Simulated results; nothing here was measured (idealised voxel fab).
Proc. module: voxel double patterning
Displayed cross-section: cut, width of 230 nm, square cells sized 5 nm.
The cross-sections in this document take the form of a grid made of square cells. They are written out as bands, in order from top to bottom. Each band consists of one or more rows of cells. Heads up on the band format: heights come first, top then bottom, in nm. After that it's the materials left to right, each with its width in nm. A single material flagged "edge to edge" fills the whole band edge to edge, and "empty" means there's empty space there. Heights from 0 (as-received wafer is one material below). Bottom band endless downward, as "0 -> down". Graded width ("30..40"): value in top row of band = first number; value in bottom row = second number; row-to-row change constant. You'll sometimes find "nothing got changed" written for a step, and that's the way of saying that nowhere in the cross-section did a cell change during that step. "Enclosed void catalog" enumerates empty spaces isolated from the top, with no open way to it, that contain at least 8 cells, giving each as width x height at distance from the left edge, all three in nm. after a step's settings: what the simulator itself notes on the step. "overlay nm" on a masked step: distance the mask lay right of its planned place, negative for left.
# Steps planned for the process
- 1: RECEIVE (material Si)
- 2: CONFORMAL_DEP (material SiO2; thk nm 10)
- 3: DIRECTIONAL_DEP (material W; thk nm 15)
- 4: DIRECTIONAL_DEP (material SiCN; thk nm 5)
- 5: MASKED_ETCH (tone open; mask id FIRST; width nm 15; pitch nm 50; etch materials SiCN; depth nm 5; overlay nm 0)
- 6: DIRECTIONAL_DEP (material aC; thk nm 10)
- 7: PATTERN (tone open; mask id SECOND; material resist; width nm 15; pitch nm 50; thk nm 30; overlay nm 0)
- 8: DIRECTIONAL_ETCH (etch materials aC; depth nm 10)
- 9: STRIP (etch materials resist)
- 10: DIRECTIONAL_ETCH (etch materials SiCN; depth nm 5)
- 11: STRIP (etch materials aC)
- 12: DIRECTIONAL_ETCH (etch materials W; depth nm 15)
- 13: STRIP (etch materials SiCN)
# Delivered wafer in cross-section: state after step 1
- 0 -> down = Si edge to edge
- Enclosed void catalog: none
# Cross-sectional view of the first of the two wafers upon completion of the module, processed in accordance with the plan
- 25 -> 10 = W (55), then empty (15), then W (10), then empty (15), then W (10), then empty (15), then W (10), then empty (15), then W (10), then empty (15), then W (60)
- 10 -> 0 = SiO2 edge to edge
- 0 -> down = Si edge to edge
- Enclosed void catalog: none
# The second wafer, shown in cross-section after the module: started the same way as the first and given the same plan, yet one mistake crept into how it was run
- 40 -> 25 = W (55), then empty (15), then W (10), then empty (15), then W (10), then empty (15), then W (10), then empty (15), then W (10), then empty (15), then W (60)
- 25 -> 10 = W edge to edge
- 10 -> 0 = SiO2 edge to edge
- 0 -> down = Si edge to edge
- Enclosed void catalog: none
Finding, execution versus plan: step 3 of the plan was executed twice over
Heads up, by the end the second wafer has more or fewer cells of some materials compared to the first: W: 138 more
